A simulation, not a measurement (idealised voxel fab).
Process module heading - voxel transistor to metal
Square cells of 5 nm make up the cross-section cut, whose width is 285 nm.
Notation: cross-section as square-cell grid; stated in bands, top first, going down; one or more cell rows per band.
In this notation a band is specified by the heights of its top and bottom, in that order and in nm, after which its materials appear from left to right, each paired with its width in nm. The word "throughout" attached to a single material means that material fills the band from edge to edge; the word "air" stands for empty space.
Basically, 0 is our baseline, since under it the wafer straight out of the box is all one material. The bottom band has no lower end and keeps on going down, so it looks like "0..down".
Read "30 to 40" as a graded width: first number on top, second number at the bottom, same change between each pair of neighbouring rows.
No cell of the cross-section changed in a step that is given as "left unchanged".
"Cavities, closed" specifies each empty space that is not open to the top and that occupies no fewer than 8 cells, using the form width x height at distance, the distance measured from the left edge and all three quantities in nm.
What comes after the settings on a step's line is commentary from the simulator itself on that step.
overlay nm: on a step with a mask, how far right of its planned place the mask lay; negative means left.
Intended process steps
1: op RECEIVE | material Si
2: op OXIDIZE | depth nm 5
3: op CONFORMAL_DEP | material SiN | thk nm 15
4: op DIRECTIONAL_DEP | material aC | thk nm 15
5: op PATTERN | tone cover | mask id ACTIVE | material resist | width nm 100 | pitch nm 120 | thk nm 35 | overlay nm 0
6: op DIRECTIONAL_ETCH | etch materials aC | depth nm 15
7: op STRIP | etch materials resist
8: op DIRECTIONAL_ETCH | etch materials SiN | depth nm 15
9: op DIRECTIONAL_ETCH | etch materials SiO2 | depth nm 5
10: op DIRECTIONAL_ETCH | etch materials Si | depth nm 30
11: op STRIP | etch materials aC
12: op OXIDIZE | depth nm 5
13: op FILL_DEP | material SiO2 | thk nm 15
14: op CMP | height nm 15
15: op SELECTIVE_ETCH | etch materials SiO2 | depth nm 10
16: op STRIP | etch materials SiN
17: op SELECTIVE_ETCH | etch materials SiO2 | depth nm 5
18: op OXIDIZE | depth nm 5
19: op DIRECTIONAL_DEP | material polySi | thk nm 30
20: op DIRECTIONAL_DEP | material SiCN | thk nm 10
21: op MASKED_ETCH | tone cover | mask id GATE | width nm 30 | pitch nm 120 | etch materials SiCN | depth nm 20 | overlay nm 0
22: op MASKED_ETCH | tone cover | mask id GATE | width nm 30 | pitch nm 120 | etch materials polySi | depth nm 40 | overlay nm 0
23: op CONFORMAL_DEP | material SiO2 | thk nm 5
24: op DIRECTIONAL_ETCH | etch materials SiO2 | depth nm 5
25: op CONFORMAL_DEP | material SiN | thk nm 5
26: op DIRECTIONAL_ETCH | etch materials SiN | depth nm 5
27: op DIRECTIONAL_ETCH | etch materials SiO2 | depth nm 5
28: op DIRECTIONAL_ETCH | etch materials Si | depth nm 5
29: op EPI | material SiGe | thk nm 5
30: op FILL_DEP | material SiO2 | thk nm 10
31: op CMP | height nm 25
32: op STRIP | etch materials polySi
33: op SELECTIVE_ETCH | etch materials SiO2 | depth nm 5
34: op CONFORMAL_DEP | material HfO2 | thk nm 5
35: op CONFORMAL_DEP | material TiN | thk nm 5
36: op FILL_DEP | material W | thk nm 10
37: op CMP | height nm 20
38: op DIRECTIONAL_DEP | material SiO2 | thk nm 15
39: op PATTERN | tone open | mask id CONTACT | material resist | width nm 15 | thk nm 15 | overlay nm 0
40: op DIRECTIONAL_ETCH | etch materials SiO2 | depth nm 45
41: op STRIP | etch materials resist
42: op CONFORMAL_DEP | material TiN | thk nm 5
43: op FILL_DEP | material W | thk nm 5
44: op CMP | height nm 35
45: op DIRECTIONAL_DEP | material TiN | thk nm 5
46: op DIRECTIONAL_DEP | material Ru | thk nm 25
47: op MASKED_ETCH | tone cover | mask id METAL_1 | width nm 15 | etch materials Ru | depth nm 25 | overlay nm 0
48: op MASKED_ETCH | tone cover | mask id METAL_1 | width nm 15 | etch materials TiN | depth nm 5 | overlay nm 0
49: op FILL_DEP | material SiO2 | thk nm 5
50: op CMP | height nm 65
51: op CONFORMAL_DEP | material SiN | thk nm 5
Same starting wafers, different thk nm at step 23. Plan value belongs to the first wafer.
Cross-sectional view of the first of several wafers in the as-received condition, corresponding to the state following step 1
    0..down: Si throughout
    Cavities, closed: none
The following table contains a row per wafer, in which are reported, at the conclusion of the module, the cells of each material gained (+) or lost (-) since the wafer's receipt, with its closed voids given thereafter
thk nm 5 | +36 HfO2 | +60 Ru | -256 Si | +20 SiGe | +81 SiN | +677 SiO2 | +116 TiN | +64 W | Cavities, closed: none
thk nm 10 | +36 HfO2 | +60 Ru | -240 Si | +77 SiN | +697 SiO2 | +116 TiN | +52 W | Cavities, closed: none
thk nm 15 | +36 HfO2 | +60 Ru | -240 Si | +73 SiN | +729 SiO2 | +100 TiN | +40 W | Cavities, closed: none
thk nm 20 | +36 HfO2 | +60 Ru | -240 Si | +61 SiN | +725 SiO2 | +116 TiN | +40 W | Cavities, closed: none
